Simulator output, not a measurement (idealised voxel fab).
process module | voxel double patterning
cross-section cut | 180 nm wide | cells 5 nm
A cross-section is a grid of square cells, given in bands from the top down. A band is one or more rows of cells.
Each band's line starts with the height of the band's top and of its bottom, in nm. Then come its materials from left to right, each with its width in nm. One material with "throughout" fills the band from edge to edge. "air" is empty space.
Height 0 is the level under which the wafer as received is all one material. The lowest band goes on downwards, as in "0 down".
A width such as "30 to 40" changes by the same amount from each row of cells to the next, from the band's top row to its bottom row.
"no change" after a step means that no cell of the cross-section changed.
closed voids: empty space of 8 cells or more with no open way to the top, each as width x height at its distance from the left edge, in nm
after a step's settings: what the simulator itself notes on the step
overlay nm, on a step with a mask: how far to the right of its planned place the mask lay; to the left if negative
plan
1 op RECEIVE | material Si
2 op CONFORMAL_DEP | material SiO2 | thk nm 10
3 op DIRECTIONAL_DEP | material W | thk nm 20
4 op DIRECTIONAL_DEP | material SiN | thk nm 5
5 op PATTERN | tone open | mask id FIRST | material resist | width nm 15 | pitch nm 50 | thk nm 15 | overlay nm 0
6 op DIRECTIONAL_ETCH | etch materials SiN | depth nm 5
7 op STRIP | etch materials resist
8 op DIRECTIONAL_DEP | material aC | thk nm 15
9 op PATTERN | tone open | mask id SECOND | material resist | width nm 15 | pitch nm 50 | thk nm 30 | overlay nm -15
10 op DIRECTIONAL_ETCH | etch materials aC | depth nm 15
11 op STRIP | etch materials resist
12 op DIRECTIONAL_ETCH | etch materials SiN | depth nm 5
13 op STRIP | etch materials aC
14 op DIRECTIONAL_ETCH | etch materials W | depth nm 20
15 op STRIP | etch materials SiN
varied across the wafers: overlay nm of step 9. The plan shows the first wafer's value. All wafers start alike
first wafer as received, after step 1
  0 down: Si throughout
  closed voids: none
each wafer at the end: cells of each material gained (+) or lost (-) since it was received, then its closed voids
overlay nm -15 | +72 SiO2 | +92 W | closed voids: none
overlay nm -10 | +72 SiO2 | +84 W | closed voids: none
overlay nm -5 | +72 SiO2 | +84 W | closed voids: none
overlay nm 0 | +72 SiO2 | +84 W | closed voids: none
overlay nm 5 | +72 SiO2 | +84 W | closed voids: none
overlay nm 10 | +72 SiO2 | +84 W | closed voids: none
overlay nm 15 | +72 SiO2 | +92 W | closed voids: none
